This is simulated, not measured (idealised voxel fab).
The following process module bears the name voxel double patterning.
Cross-sectional view cut (width: 200 nm; square cell size: 5 nm).
Square cells in a grid make up a cross-section in this document, and the grid is given as bands, listed from the top down, each one or more rows of cells.
Look at the band entry: it leads with the top's height and the bottom's height in nm. Then it lists the materials left to right, with a width in nm for each. The word "everywhere" on a single material says that material fills the band edge to edge. The word "empty" is empty space.
Below 0: as-received wafer, all one material; heights counted from there. Lowest band: no bottom, goes on down, written "top 0, no bottom".
Top row gets the first number, bottom row gets the second, and each row in between changes by the same step: that is how a band width like "30 to 40" works.
No cell of the cross-section changed in a step that is given as "all unchanged".
Enclosed voids (no open way to top), threshold 8 cells or more, entry "Voids, sealed", notation width x height at distance, distance from left edge, nm.
What comes after the settings on a step's line is commentary from the simulator itself on that step.
overlay nm: where the mask lay relative to plan, measured to the right, on steps with a mask; negatives go left.
Intended process steps:
1 RECEIVE | material Si
2 CONFORMAL_DEP | material SiO2 | thk nm 10
3 DIRECTIONAL_DEP | material polySi | thk nm 20
4 DIRECTIONAL_DEP | material SiN | thk nm 5
5 MASKED_ETCH | tone open | mask id FIRST | width nm 15 | pitch nm 50 | etch materials SiN | depth nm 5 | overlay nm 0
6 PATTERN | tone open | mask id SECOND | material resist | width nm 15 | pitch nm 50 | thk nm 15 | overlay nm 0
7 DIRECTIONAL_ETCH | etch materials SiN | depth nm 5
8 STRIP | etch materials resist
9 DIRECTIONAL_ETCH | etch materials polySi | depth nm 20
10 STRIP | etch materials SiN
Wafers differ in width nm at step 5; plan lists the first wafer's value; identical starting state.
Step 1 complete: as-received cross-section of the first of several wafers:
* top 0, no bottom  Si everywhere
* Voids, sealed: none
Wafer rows; end of module; cells per material since receipt: (+) gained, (-) lost; then closed voids:
width nm 15 | +80 SiO2 | +100 polySi | Voids, sealed: none
width nm 20 | +80 SiO2 | +88 polySi | Voids, sealed: none
width nm 25 | +80 SiO2 | +76 polySi | Voids, sealed: none
width nm 30 | +80 SiO2 | +64 polySi | Voids, sealed: none
